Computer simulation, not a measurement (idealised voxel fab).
Presented below is a process module, voxel tone inversion.
Section shown: cut. Width: 255 nm. Cell size: 5 nm, square.
How to read a cross-section here: the picture is a grid of square cells, written as bands going from the top down, and any band can span one or more rows of cells.
Band: top and bottom heights (nm) first, top before bottom; then materials from left to right, widths in nm. "full width" marks a sole material filling the band edge to edge. "air" denotes empty space.
Heights are reckoned from 0. Under this level, the received wafer is all of one material. The bottommost band is open-ended downward, for example "0..down".
Read "30->40" as a graded width: first number on top, second number at the bottom, same change between each pair of neighbouring rows.
"remains unaltered" after a step means that no cell of the cross-section changed.
"Closed internal cavities" means: voids of 8 cells or more that are shut off from the top with no open way through. Written width x height at distance, distance from the left edge, in nm.
Where a step's line continues beyond its settings, the continuation is a remark by the simulator itself on that step.
The "overlay nm" setting may appear on a step's line; for a step that uses a mask, it gives how far to the right of its planned position the mask lay, and a negative value indicates the left.
# Process steps foreseen in the plan
1: op RECEIVE | material Si
2: op CONFORMAL_DEP | material SiN | thk nm 5
3: op DIRECTIONAL_DEP | material aC | thk nm 20
4: op PATTERN | tone cover | mask id POSTS | material resist | width nm 25 | pitch nm 55 | thk nm 25 | overlay nm 0
5: op DIRECTIONAL_ETCH | etch materials aC | depth nm 20
6: op STRIP | etch materials resist
7: op FILL_DEP | material SiO2 | thk nm 10
8: op CMP | height nm 25
9: op STRIP | etch materials aC
10: op CONFORMAL_DEP | material TiN | thk nm 5
11: op FILL_DEP | material Cu | thk nm 10
12: op CMP | height nm 25
13: op CONFORMAL_DEP | material SiN | thk nm 5
# On the first of the two wafers: run conducted according to plan
# Incoming wafer, cross-sectional view, post step 1
    0..down: Si full width
    Closed internal cavities: none
# The wafer, seen in cross-section, after step 2
    5..0: SiN full width
    Note: structure below 0 unchanged.
# The wafer, seen in cross-section, after step 3
    25..5: aC full width
    Note: structure below 5 unchanged.
# The wafer, seen in cross-section, after step 4
    50..25: air 30 nm / resist 25 nm / air 30 nm / resist 25 nm / air 30 nm / resist 25 nm / air 30 nm / resist 25 nm / air 35 nm
    Note: structure below 25 unchanged.
# The wafer, seen in cross-section, after step 5
    30..25: air 30 nm / resist 25 nm / air 30 nm / resist 25 nm / air 30 nm / resist 25 nm / air 30 nm / resist 25 nm / air 35 nm
    25..5: air 30 nm / aC 25 nm / air 30 nm / aC 25 nm / air 30 nm / aC 25 nm / air 30 nm / aC 25 nm / air 35 nm
    Note: structure below 5 unchanged.
# The wafer, seen in cross-section, after step 6
    25..5: air 30 nm / aC 25 nm / air 30 nm / aC 25 nm / air 30 nm / aC 25 nm / air 30 nm / aC 25 nm / air 35 nm
    Note: structure below 5 unchanged.
# The wafer, seen in cross-section, after step 7
    35..25: SiO2 full width
    25..5: SiO2 30 nm / aC 25 nm / SiO2 30 nm / aC 25 nm / SiO2 30 nm / aC 25 nm / SiO2 30 nm / aC 25 nm / SiO2 35 nm
    Note: structure below 5 unchanged.
# The wafer, seen in cross-section, after step 8
    25..5: SiO2 30 nm / aC 25 nm / SiO2 30 nm / aC 25 nm / SiO2 30 nm / aC 25 nm / SiO2 30 nm / aC 25 nm / SiO2 35 nm
    Note: structure below 5 unchanged.
# The wafer, seen in cross-section, after step 9
    25..5: SiO2 30 nm / air 25 nm / SiO2 30 nm / air 25 nm / SiO2 30 nm / air 25 nm / SiO2 30 nm / air 25 nm / SiO2 35 nm
    Note: structure below 5 unchanged.
# The wafer, seen in cross-section, after step 10
    30..25: TiN 35 nm / air 15 nm / TiN 40 nm / air 15 nm / TiN 40 nm / air 15 nm / TiN 40 nm / air 15 nm / TiN 40 nm
    25..10: SiO2 30 nm / TiN 5 nm / air 15 nm / TiN 5 nm / SiO2 30 nm / TiN 5 nm / air 15 nm / TiN 5 nm / SiO2 30 nm / TiN 5 nm / air 15 nm / TiN 5 nm / SiO2 30 nm / TiN 5 nm / air 15 nm / TiN 5 nm / SiO2 35 nm
    10..5: SiO2 30 nm / TiN 25 nm / SiO2 30 nm / TiN 25 nm / SiO2 30 nm / TiN 25 nm / SiO2 30 nm / TiN 25 nm / SiO2 35 nm
    Note: structure below 5 unchanged.
# The wafer, seen in cross-section, after step 11
    40..30: Cu full width
    30..25: TiN 35 nm / Cu 15 nm / TiN 40 nm / Cu 15 nm / TiN 40 nm / Cu 15 nm / TiN 40 nm / Cu 15 nm / TiN 40 nm
    25..10: SiO2 30 nm / TiN 5 nm / Cu 15 nm / TiN 5 nm / SiO2 30 nm / TiN 5 nm / Cu 15 nm / TiN 5 nm / SiO2 30 nm / TiN 5 nm / Cu 15 nm / TiN 5 nm / SiO2 30 nm / TiN 5 nm / Cu 15 nm / TiN 5 nm / SiO2 35 nm
    Note: structure below 10 unchanged.
# The wafer, seen in cross-section, after step 12
    25..10: SiO2 30 nm / TiN 5 nm / Cu 15 nm / TiN 5 nm / SiO2 30 nm / TiN 5 nm / Cu 15 nm / TiN 5 nm / SiO2 30 nm / TiN 5 nm / Cu 15 nm / TiN 5 nm / SiO2 30 nm / TiN 5 nm / Cu 15 nm / TiN 5 nm / SiO2 35 nm
    Note: structure below 10 unchanged.
# The wafer, seen in cross-section, after step 13
    30..25: SiN full width
    Note: structure below 25 unchanged.
# It is to be noted that the second wafer proceeded from the same initial state and according to the same plan as the first, although one mistake was committed in its execution; through step 9, inclusive, the two wafers share an identical history
# Second wafer cross-section, taken as of the time the plan sets for step 10 to be done
    30..10: SiO2 35 nm / air 15 nm / SiO2 40 nm / air 15 nm / SiO2 40 nm / air 15 nm / SiO2 40 nm / air 15 nm / SiO2 40 nm
    10..5: SiO2 full width
    Note: structure below 5 unchanged.
# Second wafer cross-section, taken as of the time the plan sets for step 11 to be done
    40..30: Cu full width
    30..10: SiO2 35 nm / Cu 15 nm / SiO2 40 nm / Cu 15 nm / SiO2 40 nm / Cu 15 nm / SiO2 40 nm / Cu 15 nm / SiO2 40 nm
    Note: structure below 10 unchanged.
# Second wafer cross-section, taken as of the time the plan sets for step 12 to be done
    25..10: SiO2 35 nm / Cu 15 nm / SiO2 40 nm / Cu 15 nm / SiO2 40 nm / Cu 15 nm / SiO2 40 nm / Cu 15 nm / SiO2 40 nm
    Note: structure below 10 unchanged.
# Second wafer cross-section, taken as of the time the plan sets for step 13 to be done
    30..25: SiN full width
    Note: structure below 25 unchanged.
The mistake made against the process plan was this: not per plan at step 10, really ran op CONFORMAL_DEP | material SiO2 | thk nm 5
Once processing is complete, comparing cell counts shows that the second wafer has more or fewer of certain materials than the first: 44 more of SiO2 | 44 fewer of TiN
